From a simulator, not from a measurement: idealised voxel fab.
Process module in this document: voxel spacer lines
Section shown: cut. Width: 265 nm. Cell size: 5 nm, square.
Notation: cross-section as square-cell grid; stated in bands, top first, going down; one or more cell rows per band. For a band, the entry starts with two heights in nm, that of the top and then that of the bottom, and carries on with the band's materials in order from left to right, each alongside its width in nm; the word "everywhere" beside a single material means it fills the band edge to edge, and "blank" means empty space. Height datum 0, below which the as-received substrate wafer is one material. Lowest band open at the bottom, running downward: "0..down". A width such as "30..40" changes by the same amount from each row of cells to the next, from the band's top row to its bottom row. You'll sometimes find "nothing different" written for a step, and that's the way of saying that nowhere in the cross-section did a cell change during that step. Each empty space that has no open way to the top and spans at least 8 cells appears under "Voids, fully enclosed" as width x height at distance, the distance counted from the left edge, all in nm. Past the settings on a step's line: simulator remark, on that step. "overlay nm" denotes, for a step that has a mask, the displacement of the mask to the right of its planned place, with negative values corresponding to the left.

Set out below are the planned steps of the process:
1: RECEIVE: material Si
2: CONFORMAL_DEP: material SiO2, thk nm 5
3: DIRECTIONAL_DEP: material TiN, thk nm 20
4: DIRECTIONAL_DEP: material polySi, thk nm 25
5: PATTERN: tone cover, mask id MANDREL, material resist, width nm 15, pitch nm 60, thk nm 35, overlay nm 0
6: DIRECTIONAL_ETCH: etch materials polySi, depth nm 25
7: STRIP: etch materials resist
8: CONFORMAL_DEP: material SiN, thk nm 15
9: DIRECTIONAL_ETCH: etch materials SiN, depth nm 15
10: STRIP: etch materials polySi
11: DIRECTIONAL_ETCH: etch materials TiN, depth nm 20
12: STRIP: etch materials SiN

First of two wafers, with the run carried out as planned:

This is the cross-section of the wafer as we received it, i.e. after step 1:
	0..down  Si everywhere
	Voids, fully enclosed: none

Wafer xsec, post step 2:
	5..0  SiO2 everywhere
	Under the height 0 nothing was changed.

Wafer xsec, post step 3:
	25..5  TiN everywhere
	Under the height 5 nothing was changed.

Wafer xsec, post step 4:
	50..25  polySi everywhere
	Under the height 25 nothing was changed.

Wafer xsec, post step 5:
	85..50  blank 95 nm / resist 15 nm / blank 45 nm / resist 15 nm / blank 95 nm
	Under the height 50 nothing was changed.

Wafer xsec, post step 6:
	85..50  blank 95 nm / resist 15 nm / blank 45 nm / resist 15 nm / blank 95 nm
	50..25  blank 95 nm / polySi 15 nm / blank 45 nm / polySi 15 nm / blank 95 nm
	Under the height 25 nothing was changed.

Wafer xsec, post step 7:
	50..25  blank 95 nm / polySi 15 nm / blank 45 nm / polySi 15 nm / blank 95 nm
	Under the height 25 nothing was changed.

Wafer xsec, post step 8:
	65..50  blank 80 nm / SiN 45 nm / blank 15 nm / SiN 45 nm / blank 80 nm
	50..40  blank 80 nm / SiN 15 nm / polySi 15 nm / SiN 15 nm / blank 15 nm / SiN 15 nm / polySi 15 nm / SiN 15 nm / blank 80 nm
	40..25  SiN 95 nm / polySi 15 nm / SiN 45 nm / polySi 15 nm / SiN 95 nm
	Under the height 25 nothing was changed.

Wafer xsec, post step 9:
	50..25  blank 80 nm / SiN 15 nm / polySi 15 nm / SiN 15 nm / blank 15 nm / SiN 15 nm / polySi 15 nm / SiN 15 nm / blank 80 nm
	Under the height 25 nothing was changed.

Wafer xsec, post step 10:
	50..25  blank 80 nm / SiN 15 nm / blank 15 nm / SiN 15 nm / blank 15 nm / SiN 15 nm / blank 15 nm / SiN 15 nm / blank 80 nm
	Under the height 25 nothing was changed.

Wafer xsec, post step 11:
	50..25  blank 80 nm / SiN 15 nm / blank 15 nm / SiN 15 nm / blank 15 nm / SiN 15 nm / blank 15 nm / SiN 15 nm / blank 80 nm
	25..5  blank 80 nm / TiN 15 nm / blank 15 nm / TiN 15 nm / blank 15 nm / TiN 15 nm / blank 15 nm / TiN 15 nm / blank 80 nm
	Under the height 5 nothing was changed.

Wafer xsec, post step 12:
	25..5  blank 80 nm / TiN 15 nm / blank 15 nm / TiN 15 nm / blank 15 nm / TiN 15 nm / blank 15 nm / TiN 15 nm / blank 80 nm
	Under the height 5 nothing was changed.

Second Wafer (Identical Start and Plan, One Processing Error; Matches First Wafer Through Step 4):

Second wafer shown in cross-section at the time step 5 was slated to end:
	85..50  resist 95 nm / blank 15 nm / resist 45 nm / blank 15 nm / resist 95 nm
	Under the height 50 nothing was changed.

Second wafer shown in cross-section at the time step 6 was slated to end:
	85..50  resist 95 nm / blank 15 nm / resist 45 nm / blank 15 nm / resist 95 nm
	50..25  polySi 95 nm / blank 15 nm / polySi 45 nm / blank 15 nm / polySi 95 nm
	Under the height 25 nothing was changed.

Second wafer shown in cross-section at the time step 7 was slated to end:
	50..25  polySi 95 nm / blank 15 nm / polySi 45 nm / blank 15 nm / polySi 95 nm
	Under the height 25 nothing was changed.

Second wafer shown in cross-section at the time step 8 was slated to end:
	65..50  SiN everywhere
	50..25  polySi 95 nm / SiN 15 nm / polySi 45 nm / SiN 15 nm / polySi 95 nm
	Under the height 25 nothing was changed.

Second wafer shown in cross-section at the time step 9 was slated to end:
	50..25  polySi 95 nm / SiN 15 nm / polySi 45 nm / SiN 15 nm / polySi 95 nm
	Under the height 25 nothing was changed.

Second wafer shown in cross-section at the time step 10 was slated to end:
	50..25  blank 95 nm / SiN 15 nm / blank 45 nm / SiN 15 nm / blank 95 nm
	Under the height 25 nothing was changed.

Second wafer shown in cross-section at the time step 11 was slated to end:
	50..25  blank 95 nm / SiN 15 nm / blank 45 nm / SiN 15 nm / blank 95 nm
	25..5  blank 95 nm / TiN 15 nm / blank 45 nm / TiN 15 nm / blank 95 nm
	Under the height 5 nothing was changed.

Second wafer shown in cross-section at the time step 12 was slated to end:
	25..5  blank 95 nm / TiN 15 nm / blank 45 nm / TiN 15 nm / blank 95 nm
	Under the height 5 nothing was changed.
Which mistake was made when the wafer was run? step 5, actual vs plan mismatch, actual run PATTERN: tone open, mask id MANDREL, material resist, width nm 15, pitch nm 60, thk nm 35, overlay nm 0
Final wafer comparison in cells, second versus first, more or fewer per material: TiN -24
